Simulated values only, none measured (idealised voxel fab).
This section sets out a process module, namely voxel spacer lines.
Each square cell in cross-section cut measures 5 nm, and the section as a whole is 250 nm wide.
Square cells in a grid make up a cross-section in this document, and the grid is given as bands, listed from the top down, each one or more rows of cells. Within each band entry, the heights of the top and of the bottom of the band appear first, in that order and in nm; the materials of the band then follow from left to right, each with its corresponding width in nm. The designation "all across" on a single material indicates that it fills the band from edge to edge; the designation "empty" indicates empty space. Heads up on the height convention: 0 is the point under which the incoming wafer is all one material, and the lowest band has no bottom, it just keeps going down, like "0..down". So if you see something like "30 to 40" for the width, read it as the top row of the band sitting at the first number and the bottom row at the second, with every row in between moving by the same amount as the last. No cell of the cross-section changed in a step that is given as "same as before". Heads up: "Enclosed voids" only lists the empty pockets with no open path to the top that are 8 cells or more, and it writes them as width x height at distance, distance from the left edge, in nm. Read whatever lies past the settings on a step's line as the simulator's own remark about the step. Regarding "overlay nm": on a step with a mask, it is the distance the mask lay to the right of its planned place; a negative value places it to the left.
Process steps (planned)
1,RECEIVE (material Si)
2,CONFORMAL_DEP (material SiO2; thk nm 5)
3,DIRECTIONAL_DEP (material TiN; thk nm 15)
4,DIRECTIONAL_DEP (material aC; thk nm 30)
5,PATTERN (tone cover; mask id MANDREL; material resist; width nm 25; pitch nm 80; thk nm 35; overlay nm 0)
6,DIRECTIONAL_ETCH (etch materials aC; depth nm 30)
7,STRIP (etch materials resist)
8,CONFORMAL_DEP (material SiN; thk nm 15)
9,DIRECTIONAL_ETCH (etch materials SiN; depth nm 15)
10,STRIP (etch materials aC)
11,DIRECTIONAL_ETCH (etch materials TiN; depth nm 15)
12,STRIP (etch materials SiN)
Every wafer here starts from the same state; it is the step 2 thk nm that distinguishes them, and the value the plan gives belongs to the first wafer.
Cut through the first of several wafers as received, post step 1
> 0..down  Si all across
> Enclosed voids: none
Per-wafer rows below. For each material: cells gained (+) or lost (-) since the wafer was received, as of end of module. Then: closed voids
thk nm 5, +50 SiO2, +36 TiN, Enclosed voids: none
thk nm 10, +100 SiO2, +36 TiN, Enclosed voids: none
thk nm 15, +150 SiO2, +36 TiN, Enclosed voids: none
thk nm 20, +200 SiO2, +36 TiN, Enclosed voids: none
thk nm 25, +250 SiO2, +36 TiN, Enclosed voids: none
